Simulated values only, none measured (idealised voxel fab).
The process module presented herein is designated voxel quadruple lines.
Displayed cross-section: cut, width of 270 nm, square cells sized 5 nm.
When this document writes out a cross-section, it uses a grid of square cells and lists it as bands, beginning at the top and moving down, with a band standing for one or more rows of cells.
Band entry format. Leading values: height of top, height of bottom, nm. Remainder: materials in left-to-right order, each with its width in nm. Special words: "everywhere" on a single material, which then fills the band edge to edge; "air", empty space.
Heights from 0 (as-received wafer is one material below). Bottom band endless downward, as "0 nm and below".
Quick explanation for "30 to 40": the width changes in equal steps down the rows of cells, from the first number in the band's top row to the second number in its bottom row.
No cell of the cross-section changed in a step that is given as "stayed the same".
Enclosed voids (no open way to top), threshold 8 cells or more, entry "Enclosed cavity list", notation width x height at distance, distance from left edge, nm.
On each step's line, the part that comes after the settings is the simulator's own comment on the step.
"overlay nm" denotes, for a step that has a mask, the displacement of the mask to the right of its planned place, with negative values corresponding to the left.
# The planned process steps are enumerated hereunder
1 RECEIVE (material Si)
2 CONFORMAL_DEP (material SiO2; thk nm 5)
3 DIRECTIONAL_DEP (material W; thk nm 15)
4 DIRECTIONAL_DEP (material polySi; thk nm 15)
5 DIRECTIONAL_DEP (material aC; thk nm 25)
6 PATTERN (tone cover; mask id MANDREL; material resist; width nm 30; pitch nm 80; thk nm 35; overlay nm 0)
7 DIRECTIONAL_ETCH (etch materials aC; depth nm 25)
8 STRIP (etch materials resist)
9 CONFORMAL_DEP (material SiO2; thk nm 10)
10 DIRECTIONAL_ETCH (etch materials SiO2; depth nm 10)
11 STRIP (etch materials aC)
12 DIRECTIONAL_ETCH (etch materials polySi; depth nm 15)
13 STRIP (etch materials SiO2)
14 CONFORMAL_DEP (material SiCN; thk nm 10)
15 DIRECTIONAL_ETCH (etch materials SiCN; depth nm 10)
16 STRIP (etch materials polySi)
17 DIRECTIONAL_ETCH (etch materials W; depth nm 15)
18 STRIP (etch materials SiCN)
# Cross-section of the wafer at receipt, which is the condition after step 1
> 0 nm and below = Si everywhere
> Enclosed cavity list: none
# End-of-module cross-section of the first of two wafers, processed as planned
> 20 nm to 5 nm = air=60, then W=10, then air=10, then W=10, then air=10, then W=10, then air=10, then W=10, then air=10, then W=10, then air=10, then W=10, then air=10, then W=10, then air=10, then W=10, then air=60
> 5 nm to 0 nm = SiO2 everywhere
> 0 nm and below = Si everywhere
> Enclosed cavity list: none
# Cross-sectional image of the second wafer of the two following completion of the module. Starting state and process plan were the same as for the first wafer; one execution error occurred
> 15 nm to 0 nm = air=60, then W=10, then air=10, then W=10, then air=10, then W=10, then air=10, then W=10, then air=10, then W=10, then air=10, then W=10, then air=10, then W=10, then air=10, then W=10, then air=60
> 0 nm and below = Si everywhere
> Enclosed cavity list: none
Which mistake was made when the wafer was run? the run left out plan step 2 entirely, so it was never executed
The second wafer ends with more or fewer cells of some materials than the first, per final count: -54 SiO2
